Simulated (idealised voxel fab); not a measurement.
Proc. module: voxel wiring stack
Cross-sectional view cut (width: 285 nm; square cell size: 5 nm).
If you're reading a cross-section in this doc, picture square cells in a grid; it comes to you as bands, top ones listed first down to the bottom, and a band can be one or more rows of cells.
First you get the band's top height and its bottom height, in nm, and then the materials it's made of, left to right, with each width in nm. If you see a single material with "edge to edge", that one covers the band edge to edge. "empty" is empty space.
A quick word on heights: they are counted from 0, and under that level the wafer as it came to us is one material throughout. The lowest band is different from the rest in having no bottom; it simply continues downward, written as in "0..down".
You'd read "30->40" like this: the band's top row of cells is as wide as the first number, its bottom row is as wide as the second, and going down, every row changes width by the same amount as the row before did.
The designation "all unchanged", where it is given for a processing step, indicates that no cell of the cross-section was altered in the course of that step.
Empty spaces without an open route to the top, at least 8 cells in extent, make up the entry "Fully enclosed voids"; each is given as width x height at distance, where the distance is measured from the left edge, and all are in nm.
Past the settings on a step's line: simulator remark, on that step.
If you see "overlay nm" on a step's line and that step has a mask, it's telling you how far right of where it was planned the mask ended up; a negative number means it went left instead.
PLANNED PROCESS STEPS
1,RECEIVE,material Si
2,CONFORMAL_DEP,material SiO2,thk nm 10
3,CONFORMAL_DEP,material SiN,thk nm 5
4,DIRECTIONAL_DEP,material lowk,thk nm 25
5,MASKED_ETCH,tone open,mask id METAL_1,width nm 25,pitch nm 55,etch materials lowk,depth nm 25,overlay nm 0
6,MASKED_ETCH,tone open,mask id METAL_1,width nm 25,pitch nm 55,etch materials SiN,depth nm 5,overlay nm 0
7,CONFORMAL_DEP,material TiN,thk nm 5
8,FILL_DEP,material Cu,thk nm 5
9,CMP,height nm 40
10,CONFORMAL_DEP,material SiCN,thk nm 5
11,DIRECTIONAL_DEP,material SiO2,thk nm 25
12,DIRECTIONAL_DEP,material aC,thk nm 10
13,PATTERN,tone open,mask id METAL_2_HOLES,material resist,width nm 15,thk nm 30,overlay nm 0
14,DIRECTIONAL_ETCH,etch materials aC,depth nm 10
15,STRIP,etch materials resist
16,DIRECTIONAL_ETCH,etch materials SiO2,depth nm 25
17,STRIP,etch materials aC
18,MASKED_ETCH,tone open,mask id METAL_2,width nm 25,pitch nm 55,etch materials SiO2,depth nm 15,overlay nm 0
19,MASKED_ETCH,tone open,mask id METAL_2,width nm 25,pitch nm 55,etch materials SiCN,depth nm 5,overlay nm 0
20,CONFORMAL_DEP,material TiN,thk nm 5
21,FILL_DEP,material Cu,thk nm 5
22,CMP,height nm 70
23,CONFORMAL_DEP,material SiCN,thk nm 5
24,DIRECTIONAL_DEP,material SiO2,thk nm 30
25,MASKED_ETCH,tone open,mask id METAL_3,width nm 25,pitch nm 55,etch materials SiO2,depth nm 20,overlay nm 0
26,DIRECTIONAL_DEP,material aC,thk nm 10
27,PATTERN,tone open,mask id METAL_3_HOLES,material resist,width nm 15,pitch nm 55,thk nm 25,overlay nm 0
28,DIRECTIONAL_ETCH,etch materials aC,depth nm 10
29,STRIP,etch materials resist
30,DIRECTIONAL_ETCH,etch materials SiO2,depth nm 10
31,DIRECTIONAL_ETCH,etch materials SiCN,depth nm 5
32,STRIP,etch materials aC
33,CONFORMAL_DEP,material TiN,thk nm 5
34,FILL_DEP,material Cu,thk nm 5
35,CMP,height nm 105
36,CONFORMAL_DEP,material SiCN,thk nm 5
37,DIRECTIONAL_DEP,material SiO2,thk nm 25
38,PATTERN,tone open,mask id METAL_4_HOLES,material resist,width nm 15,pitch nm 55,thk nm 20,overlay nm 0
39,DIRECTIONAL_ETCH,etch materials SiO2,depth nm 25
40,STRIP,etch materials resist
41,PATTERN,tone open,mask id METAL_4,material resist,width nm 25,pitch nm 55,thk nm 20,overlay nm 0
42,DIRECTIONAL_ETCH,etch materials SiO2,depth nm 15
43,DIRECTIONAL_ETCH,etch materials SiCN,depth nm 5
44,STRIP,etch materials resist
45,CONFORMAL_DEP,material TiN,thk nm 5
46,FILL_DEP,material Cu,thk nm 10
47,CMP,height nm 135
48,CONFORMAL_DEP,material SiN,thk nm 5
CROSS-SECTION OF THE WAFER AS IT CAME TO US, I.E., ALREADY THROUGH STEP 1
0..down: Si edge to edge
Fully enclosed voids: none
CROSS-SECTIONAL VIEW OF THE FIRST OF THE TWO WAFERS UPON COMPLETION OF THE MODULE, PROCESSED IN ACCORDANCE WITH THE PLAN
140..135: SiN edge to edge
135..125: SiO2 100, then TiN 5, then Cu 15, then TiN 5, then SiO2 30, then TiN 5, then Cu 15, then TiN 5, then SiO2 105
125..120: SiO2 100, then TiN 5, then Cu 5, then TiN 15, then SiO2 30, then TiN 5, then Cu 5, then TiN 15, then SiO2 105
120..110: SiO2 100, then TiN 5, then Cu 5, then TiN 5, then SiO2 40, then TiN 5, then Cu 5, then TiN 5, then SiO2 115
110..105: SiCN 100, then TiN 15, then SiCN 40, then TiN 15, then SiCN 115
105..90: SiO2 100, then TiN 5, then Cu 15, then TiN 5, then SiO2 30, then TiN 5, then Cu 15, then TiN 5, then SiO2 105
90..85: SiO2 100, then TiN 5, then Cu 5, then TiN 15, then SiO2 30, then TiN 5, then Cu 5, then TiN 15, then SiO2 105
85..75: SiO2 100, then TiN 5, then Cu 5, then TiN 5, then SiO2 40, then TiN 5, then Cu 5, then TiN 5, then SiO2 115
75..70: SiCN 100, then TiN 15, then SiCN 40, then TiN 15, then SiCN 115
70..60: SiO2 100, then TiN 5, then Cu 15, then TiN 5, then SiO2 30, then TiN 5, then Cu 15, then TiN 5, then SiO2 105
60..55: SiO2 100, then TiN 5, then Cu 5, then TiN 15, then SiO2 30, then TiN 25, then SiO2 105
55..45: SiO2 100, then TiN 5, then Cu 5, then TiN 5, then SiO2 170
45..40: SiCN 100, then TiN 15, then SiCN 170
40..15: lowk 100, then TiN 5, then Cu 15, then TiN 5, then lowk 30, then TiN 5, then Cu 15, then TiN 5, then lowk 105
15..10: SiN 100, then TiN 25, then SiN 30, then TiN 25, then SiN 105
10..0: SiO2 edge to edge
0..down: Si edge to edge
Fully enclosed voids: none
NOW THE SECOND WAFER, CROSS-SECTIONED AT THE END OF THE MODULE. NOTHING DIFFERENT AT THE START, NOTHING DIFFERENT IN THE PLAN COMPARED WITH THE FIRST, JUST ONE MISTAKE WHEN IT WAS ACTUALLY RUN
140..135: SiN edge to edge
135..125: SiO2 100, then TiN 5, then Cu 15, then TiN 5, then SiO2 30, then TiN 5, then Cu 15, then TiN 5, then SiO2 105
125..120: SiO2 100, then TiN 5, then Cu 5, then TiN 15, then SiO2 30, then TiN 5, then Cu 5, then TiN 15, then SiO2 105
120..110: SiO2 100, then TiN 5, then Cu 5, then TiN 5, then SiO2 40, then TiN 5, then Cu 5, then TiN 5, then SiO2 115
110..105: SiCN 100, then TiN 15, then SiCN 40, then TiN 15, then SiCN 115
105..100: Cu edge to edge
100..95: TiN 105, then Cu 15, then TiN 40, then Cu 15, then TiN 110
95..80: SiO2 100, then TiN 5, then Cu 15, then TiN 5, then SiO2 30, then TiN 5, then Cu 15, then TiN 5, then SiO2 105
80..75: SiO2 100, then TiN 5, then Cu 5, then TiN 15, then SiO2 30, then TiN 5, then Cu 5, then TiN 15, then SiO2 105
75..65: SiO2 100, then TiN 5, then Cu 5, then TiN 5, then SiO2 40, then TiN 5, then Cu 5, then TiN 5, then SiO2 115
65..60: SiCN 100, then TiN 15, then SiCN 40, then TiN 15, then SiCN 115
60..55: SiO2 100, then TiN 5, then Cu 5, then TiN 15, then SiO2 30, then TiN 25, then SiO2 105
55..45: SiO2 100, then TiN 5, then Cu 5, then TiN 5, then SiO2 170
45..40: SiCN 100, then TiN 15, then SiCN 170
40..15: lowk 100, then TiN 5, then Cu 15, then TiN 5, then lowk 30, then TiN 5, then Cu 15, then TiN 5, then lowk 105
15..10: SiN 100, then TiN 25, then SiN 30, then TiN 25, then SiN 105
10..0: SiO2 edge to edge
0..down: Si edge to edge
Fully enclosed voids: none
Misprocessing identified: step 22 off recipe, ran as CMP,height nm 60
Final comparison by cell count, materials where the second wafer has more or fewer than the first: Cu: 51 more; SiO2: 94 fewer; TiN: 43 more
